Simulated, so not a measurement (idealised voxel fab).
process module | voxel capacitor over wiring
cross-section cut | 240 nm wide | cells 5 nm
A cross-section is a grid of square cells, given in bands from the top down. A band is one or more rows of cells.
Each band's line starts with the height of the band's top and of its bottom, in nm. Then come its materials from left to right, each with its width in nm. One material with "throughout" fills the band from edge to edge. "air" is empty space.
Height 0 is the level under which the wafer as received is all one material. The lowest band goes on downwards, as in "0 down".
A width such as "30 to 40" changes by the same amount from each row of cells to the next, from the band's top row to its bottom row.
"no change" after a step means that no cell of the cross-section changed.
closed voids: empty space of 8 cells or more with no open way to the top, each as width x height at its distance from the left edge, in nm
after a step's settings: what the simulator itself notes on the step
overlay nm, on a step with a mask: how far to the right of its planned place the mask lay; to the left if negative
plan
1 op RECEIVE | material Si
2 op CONFORMAL_DEP | material SiO2 | thk nm 15
3 op DIRECTIONAL_DEP | material TiN | thk nm 5
4 op DIRECTIONAL_DEP | material Ru | thk nm 25
5 op DIRECTIONAL_DEP | material aC | thk nm 15
6 op PATTERN | tone cover | mask id METAL_1 | material resist | width nm 20 | pitch nm 75 | thk nm 35 | overlay nm 0
7 op DIRECTIONAL_ETCH | etch materials aC | depth nm 15
8 op STRIP | etch materials resist
9 op DIRECTIONAL_ETCH | etch materials Ru | depth nm 25
10 op DIRECTIONAL_ETCH | etch materials TiN | depth nm 5
11 op STRIP | etch materials aC
12 op CONFORMAL_DEP | material SiCN | thk nm 5
13 op FILL_DEP | material lowk | thk nm 5
14 op CMP | height nm 45
15 op CONFORMAL_DEP | material SiCN | thk nm 5
16 op DIRECTIONAL_DEP | material SiO2 | thk nm 15
17 op PATTERN | tone open | mask id PLUG_1 | material resist | width nm 15 | thk nm 20 | overlay nm 0
18 op DIRECTIONAL_ETCH | etch materials SiO2 | depth nm 15
19 op DIRECTIONAL_ETCH | etch materials SiCN | depth nm 5
20 op STRIP | etch materials resist
21 op CONFORMAL_DEP | material TiN | thk nm 5
22 op FILL_DEP | material Ru | thk nm 5
23 op CMP | height nm 65
24 op DIRECTIONAL_DEP | material TiN | thk nm 10
25 op DIRECTIONAL_DEP | material HfO2 | thk nm 5
26 op DIRECTIONAL_DEP | material TiN | thk nm 5
27 op MASKED_ETCH | tone cover | mask id UPPER_PLATE | width nm 60 | etch materials TiN | depth nm 5 | overlay nm 0
28 op MASKED_ETCH | tone cover | mask id UPPER_PLATE | width nm 60 | etch materials HfO2 | depth nm 5 | overlay nm 0
29 op PATTERN | tone cover | mask id LOWER_PLATE | material resist | width nm 70 | thk nm 15 | overlay nm 0
30 op DIRECTIONAL_ETCH | etch materials TiN | depth nm 10
31 op STRIP | etch materials resist
32 op FILL_DEP | material SiO2 | thk nm 20
33 op CMP | height nm 100
34 op DIRECTIONAL_DEP | material aC | thk nm 10
35 op PATTERN | tone open | mask id PLUG_2 | material resist | width nm 15 | thk nm 30 | overlay nm 0
36 op DIRECTIONAL_ETCH | etch materials aC | depth nm 10
37 op STRIP | etch materials resist
38 op DIRECTIONAL_ETCH | etch materials SiO2 | depth nm 15
39 op STRIP | etch materials aC
40 op CONFORMAL_DEP | material TiN | thk nm 5
41 op FILL_DEP | material W | thk nm 5
42 op CMP | height nm 100
43 op CONFORMAL_DEP | material SiCN | thk nm 5
first wafer, as planned
as received, after step 1
  0 down: Si throughout
  closed voids: none
after step 2
  15 to 0: SiO2 throughout
  below 0: unchanged
after step 3
  20 to 15: TiN throughout
  below 15: unchanged
after step 4
  45 to 20: Ru throughout
  below 20: unchanged
after step 5
  60 to 45: aC throughout
  below 45: unchanged
after step 6
  95 to 60: air 70 | resist 20 | air 55 | resist 20 | air 75
  below 60: unchanged
after step 7
  80 to 60: air 70 | resist 20 | air 55 | resist 20 | air 75
  60 to 45: air 70 | aC 20 | air 55 | aC 20 | air 75
  below 45: unchanged
after step 8
  60 to 45: air 70 | aC 20 | air 55 | aC 20 | air 75
  below 45: unchanged
after step 9
  60 to 45: air 70 | aC 20 | air 55 | aC 20 | air 75
  45 to 20: air 70 | Ru 20 | air 55 | Ru 20 | air 75
  below 20: unchanged
after step 10
  60 to 45: air 70 | aC 20 | air 55 | aC 20 | air 75
  45 to 20: air 70 | Ru 20 | air 55 | Ru 20 | air 75
  20 to 15: air 70 | TiN 20 | air 55 | TiN 20 | air 75
  below 15: unchanged
after step 11
  45 to 20: air 70 | Ru 20 | air 55 | Ru 20 | air 75
  below 20: unchanged
after step 12
  50 to 45: air 65 | SiCN 30 | air 45 | SiCN 30 | air 70
  45 to 20: air 65 | SiCN 5 | Ru 20 | SiCN 5 | air 45 | SiCN 5 | Ru 20 | SiCN 5 | air 70
  20 to 15: SiCN 70 | TiN 20 | SiCN 55 | TiN 20 | SiCN 75
  below 15: unchanged
after step 13
  55 to 50: lowk throughout
  50 to 45: lowk 65 | SiCN 30 | lowk 45 | SiCN 30 | lowk 70
  45 to 20: lowk 65 | SiCN 5 | Ru 20 | SiCN 5 | lowk 45 | SiCN 5 | Ru 20 | SiCN 5 | lowk 70
  below 20: unchanged
after step 14
  45 to 20: lowk 65 | SiCN 5 | Ru 20 | SiCN 5 | lowk 45 | SiCN 5 | Ru 20 | SiCN 5 | lowk 70
  below 20: unchanged
after step 15
  50 to 45: SiCN throughout
  below 45: unchanged
after step 16
  65 to 50: SiO2 throughout
  below 50: unchanged
after step 17
  85 to 65: resist 75 | air 15 | resist 150
  below 65: unchanged
after step 18
  85 to 65: resist 75 | air 15 | resist 150
  65 to 50: SiO2 75 | air 15 | SiO2 150
  below 50: unchanged
after step 19
  85 to 65: resist 75 | air 15 | resist 150
  65 to 50: SiO2 75 | air 15 | SiO2 150
  50 to 45: SiCN 75 | air 15 | SiCN 150
  below 45: unchanged
after step 20
  65 to 50: SiO2 75 | air 15 | SiO2 150
  below 50: unchanged
after step 21
  70 to 65: TiN 80 | air 5 | TiN 155
  65 to 50: SiO2 75 | TiN 5 | air 5 | TiN 5 | SiO2 150
  50 to 45: SiCN 75 | TiN 15 | SiCN 150
  below 45: unchanged
after step 22
  75 to 70: Ru throughout
  70 to 65: TiN 80 | Ru 5 | TiN 155
  65 to 50: SiO2 75 | TiN 5 | Ru 5 | TiN 5 | SiO2 150
  below 50: unchanged
after step 23
  65 to 50: SiO2 75 | TiN 5 | Ru 5 | TiN 5 | SiO2 150
  below 50: unchanged
after step 24
  75 to 65: TiN throughout
  below 65: unchanged
after step 25
  80 to 75: HfO2 throughout
  below 75: unchanged
after step 26
  85 to 80: TiN throughout
  below 80: unchanged
after step 27
  85 to 80: air 75 | TiN 60 | air 105
  below 80: unchanged
after step 28
  85 to 80: air 75 | TiN 60 | air 105
  80 to 75: air 75 | HfO2 60 | air 105
  below 75: unchanged
after step 29
  100 to 85: air 70 | resist 70 | air 100
  85 to 80: air 70 | resist 5 | TiN 60 | resist 5 | air 100
  80 to 75: air 70 | resist 5 | HfO2 60 | resist 5 | air 100
  below 75: unchanged
after step 30
  100 to 85: air 70 | resist 70 | air 100
  85 to 80: air 70 | resist 5 | TiN 60 | resist 5 | air 100
  80 to 75: air 70 | resist 5 | HfO2 60 | resist 5 | air 100
  75 to 65: air 70 | TiN 70 | air 100
  below 65: unchanged
after step 31
  85 to 80: air 75 | TiN 60 | air 105
  80 to 75: air 75 | HfO2 60 | air 105
  below 75: unchanged
after step 32
  105 to 85: SiO2 throughout
  85 to 80: SiO2 75 | TiN 60 | SiO2 105
  80 to 75: SiO2 75 | HfO2 60 | SiO2 105
  75 to 65: SiO2 70 | TiN 70 | SiO2 100
  below 65: unchanged
after step 33
  100 to 85: SiO2 throughout
  below 85: unchanged
after step 34
  110 to 100: aC throughout
  below 100: unchanged
after step 35
  140 to 110: resist 85 | air 15 | resist 140
  below 110: unchanged
after step 36
  130 to 110: resist 85 | air 15 | resist 140
  110 to 100: aC 85 | air 15 | aC 140
  below 100: unchanged
after step 37
  110 to 100: aC 85 | air 15 | aC 140
  below 100: unchanged
after step 38
  110 to 100: aC 85 | air 15 | aC 140
  100 to 85: SiO2 85 | air 15 | SiO2 140
  below 85: unchanged
after step 39
  100 to 85: SiO2 85 | air 15 | SiO2 140
  below 85: unchanged
after step 40
  105 to 100: TiN 90 | air 5 | TiN 145
  100 to 90: SiO2 85 | TiN 5 | air 5 | TiN 5 | SiO2 140
  90 to 80: SiO2 85 to 75 | TiN 15 to 60 | SiO2 140 to 105
  below 80: unchanged
after step 41
  110 to 105: W throughout
  105 to 100: TiN 90 | W 5 | TiN 145
  100 to 90: SiO2 85 | TiN 5 | W 5 | TiN 5 | SiO2 140
  below 90: unchanged
after step 42
  100 to 90: SiO2 85 | TiN 5 | W 5 | TiN 5 | SiO2 140
  below 90: unchanged
after step 43
  105 to 100: SiCN throughout
  below 100: unchanged
second wafer: like start, like plan, one mistake. Through step 25 it matches the first wafer
when step 26 should have ended
  95 to 80: TiN throughout
  below 80: unchanged
when step 27 should have ended
  95 to 90: air 75 | TiN 60 | air 105
  below 90: unchanged
when step 28 should have ended: no change
when step 29 should have ended
  110 to 95: air 70 | resist 70 | air 100
  95 to 90: air 70 | resist 5 | TiN 60 | resist 5 | air 100
  below 90: unchanged
when step 30 should have ended
  110 to 95: air 70 | resist 70 | air 100
  95 to 90: air 70 | resist 5 | TiN 60 | resist 5 | air 100
  90 to 80: air 70 | TiN 70 | air 100
  below 80: unchanged
when step 31 should have ended
  95 to 90: air 75 | TiN 60 | air 105
  below 90: unchanged
when step 32 should have ended
  115 to 95: SiO2 throughout
  95 to 90: SiO2 75 | TiN 60 | SiO2 105
  90 to 80: SiO2 70 | TiN 70 | SiO2 100
  below 80: unchanged
when step 33 should have ended
  100 to 95: SiO2 throughout
  below 95: unchanged
when step 34 should have ended
  110 to 100: aC throughout
  below 100: unchanged
when step 35 should have ended
  140 to 110: resist 85 | air 15 | resist 140
  below 110: unchanged
when step 36 should have ended
  130 to 110: resist 85 | air 15 | resist 140
  110 to 100: aC 85 | air 15 | aC 140
  below 100: unchanged
when step 37 should have ended
  110 to 100: aC 85 | air 15 | aC 140
  below 100: unchanged
when step 38 should have ended
  110 to 100: aC 85 | air 15 | aC 140
  100 to 95: SiO2 85 | air 15 | SiO2 140
  below 95: unchanged
when step 39 should have ended
  100 to 95: SiO2 85 | air 15 | SiO2 140
  below 95: unchanged
when step 40 should have ended
  105 to 100: TiN 90 | air 5 | TiN 145
  100 to 90: SiO2 85 to 75 | TiN 15 to 60 | SiO2 140 to 105
  below 90: unchanged
when step 41 should have ended
  110 to 105: W throughout
  105 to 100: TiN 90 | W 5 | TiN 145
  below 100: unchanged
when step 42 should have ended
  100 to 90: SiO2 85 to 75 | TiN 15 to 60 | SiO2 140 to 105
  below 90: unchanged
when step 43 should have ended
  105 to 100: SiCN throughout
  below 100: unchanged
what went wrong: step 26 ran as: op DIRECTIONAL_DEP | material TiN | thk nm 15
at the end the second wafer has, in cells: 36 more of HfO2 | 126 fewer of SiO2 | 92 more of TiN | 2 fewer of W
